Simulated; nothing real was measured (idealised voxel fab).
voxel wiring stack: a process module
For reference, the cross-section in this document is cut, with width 245 nm and square cells of 5 nm.
Reading order for cross-sections: top band down to bottom band. Underlying form: a grid of square cells. Band size: one or more rows of cells. What a band's entry tells you: where the top is and where the bottom is, as heights in nm, and after that what lies inside, material by material from left to right, each with its width in nm. Empty space is written as the word "air", and a single material marked with the word "edge to edge" occupies the band from edge to edge. The reference from which all heights are counted is 0, the level beneath which the as-received wafer is entirely one material; the lowest band, having no lower bound, proceeds downward and is written after the example "0..down". The width entry "30..40" should be interpreted row by row: the top row of cells in the band takes the first number, the bottom row takes the second number, and the change between adjacent rows is uniform throughout. "nothing altered" after a step means that no cell of the cross-section changed. Heads up: "Tabulated closed voids" only lists the empty pockets with no open path to the top that are 8 cells or more, and it writes them as width x height at distance, distance from the left edge, in nm. Anything after a step's settings on that line? It's the simulator's own note about the step. A step's line can hold "overlay nm"; with a mask on that step, the setting says how far right of the planned place the mask lay, while a negative setting says it lay to the left.
-- Process steps (planned)
1: RECEIVE, material Si
2: CONFORMAL_DEP, material SiO2, thk nm 15
3: DIRECTIONAL_DEP, material TiN, thk nm 5
4: DIRECTIONAL_DEP, material Ru, thk nm 15
5: DIRECTIONAL_DEP, material aC, thk nm 15
6: PATTERN, tone cover, mask id METAL_1, material resist, width nm 30, pitch nm 50, thk nm 30, overlay nm 0
7: DIRECTIONAL_ETCH, etch materials aC, depth nm 15
8: STRIP, etch materials resist
9: DIRECTIONAL_ETCH, etch materials Ru, depth nm 15
10: DIRECTIONAL_ETCH, etch materials TiN, depth nm 5
11: STRIP, etch materials aC
12: FILL_DEP, material SiO2, thk nm 5
13: CMP, height nm 35
14: CONFORMAL_DEP, material SiCN, thk nm 5
15: DIRECTIONAL_DEP, material lowk, thk nm 30
16: PATTERN, tone open, mask id METAL_2, material resist, width nm 20, pitch nm 50, thk nm 15, overlay nm 0
17: DIRECTIONAL_ETCH, etch materials lowk, depth nm 15
18: STRIP, etch materials resist
19: PATTERN, tone open, mask id METAL_2_HOLES, material resist, width nm 15, pitch nm 50, thk nm 15, overlay nm 0
20: DIRECTIONAL_ETCH, etch materials lowk, depth nm 15
21: DIRECTIONAL_ETCH, etch materials SiCN, depth nm 5
22: STRIP, etch materials resist
23: CONFORMAL_DEP, material TiN, thk nm 5
24: FILL_DEP, material Cu, thk nm 10
25: CMP, height nm 70
26: CONFORMAL_DEP, material SiCN, thk nm 5
27: DIRECTIONAL_DEP, material lowk, thk nm 30
28: PATTERN, tone open, mask id METAL_3, material resist, width nm 30, pitch nm 50, thk nm 20, overlay nm 0
29: DIRECTIONAL_ETCH, etch materials lowk, depth nm 15
30: STRIP, etch materials resist
31: PATTERN, tone open, mask id METAL_3_HOLES, material resist, width nm 15, thk nm 15, overlay nm 0
32: DIRECTIONAL_ETCH, etch materials lowk, depth nm 15
33: DIRECTIONAL_ETCH, etch materials SiCN, depth nm 5
34: STRIP, etch materials resist
35: CONFORMAL_DEP, material TiN, thk nm 5
36: FILL_DEP, material Cu, thk nm 10
37: CMP, height nm 105
38: CONFORMAL_DEP, material SiN, thk nm 5
For this document, wafers share an identical start and vary in the step 16 width nm; the plan quotes the first wafer's value.
-- First of several wafers, received after step 1, in cross-section
0..down = Si edge to edge
Tabulated closed voids: none
-- Post step 38, the closing step of the module: first of several wafers, cross-sectioned
110..105 = SiN edge to edge
105..95 = 80 lowk | 5 TiN | 20 Cu | 5 TiN | 20 lowk | 5 TiN | 20 Cu | 5 TiN | 85 lowk
95..90 = 80 lowk | 5 TiN | 5 Cu | 20 TiN | 20 lowk | 30 TiN | 85 lowk
90..75 = 80 lowk | 5 TiN | 5 Cu | 5 TiN | 150 lowk
75..70 = 80 SiCN | 15 TiN | 150 SiCN
70..60 = 80 lowk | 5 TiN | 15 Cu | 5 TiN | 25 lowk | 5 TiN | 15 Cu | 5 TiN | 90 lowk
60..55 = 80 lowk | 25 TiN | 25 lowk | 25 TiN | 90 lowk
55..40 = 85 lowk | 10 TiN | 40 lowk | 10 TiN | 100 lowk
40..35 = 85 SiCN | 10 TiN | 40 SiCN | 10 TiN | 100 SiCN
35..20 = 80 SiO2 | 30 Ru | 20 SiO2 | 30 Ru | 85 SiO2
20..15 = 80 SiO2 | 30 TiN | 20 SiO2 | 30 TiN | 85 SiO2
15..0 = SiO2 edge to edge
0..down = Si edge to edge
Tabulated closed voids: none
-- Cross-section, module end, final of several wafers
110..105 = SiN edge to edge
105..95 = 80 lowk | 5 TiN | 20 Cu | 5 TiN | 20 lowk | 5 TiN | 20 Cu | 5 TiN | 85 lowk
95..90 = 80 lowk | 5 TiN | 5 Cu | 20 TiN | 20 lowk | 30 TiN | 85 lowk
90..75 = 80 lowk | 5 TiN | 5 Cu | 5 TiN | 150 lowk
75..70 = 80 SiCN | 15 TiN | 150 SiCN
70..60 = 80 lowk | 5 TiN | 25 Cu | 5 TiN | 15 lowk | 5 TiN | 25 Cu | 5 TiN | 80 lowk
60..55 = 80 lowk | 5 TiN | 5 Cu | 25 TiN | 15 lowk | 5 TiN | 5 Cu | 25 TiN | 80 lowk
55..40 = 80 lowk | 5 TiN | 5 Cu | 5 TiN | 35 lowk | 5 TiN | 5 Cu | 5 TiN | 100 lowk
40..35 = 80 SiCN | 15 TiN | 35 SiCN | 15 TiN | 100 SiCN
35..20 = 80 SiO2 | 30 Ru | 20 SiO2 | 30 Ru | 85 SiO2
20..15 = 80 SiO2 | 30 TiN | 20 SiO2 | 30 TiN | 85 SiO2
15..0 = SiO2 edge to edge
0..down = Si edge to edge
Tabulated closed voids: none
-- Below, a row for every wafer. Read it as the end-of-module picture: for each material the wafer shows its cells gained (+) or lost (-) since it was received, and then its closed voids
width nm 20 | +32 Cu | +36 Ru | +91 SiCN | +49 SiN | +295 SiO2 | +74 TiN | +501 lowk | Tabulated closed voids: none
width nm 25 | +36 Cu | +36 Ru | +91 SiCN | +49 SiN | +295 SiO2 | +76 TiN | +495 lowk | Tabulated closed voids: none
width nm 30 | +44 Cu | +36 Ru | +89 SiCN | +49 SiN | +295 SiO2 | +76 TiN | +489 lowk | Tabulated closed voids: none
width nm 35 | +48 Cu | +36 Ru | +89 SiCN | +49 SiN | +295 SiO2 | +78 TiN | +483 lowk | Tabulated closed voids: none
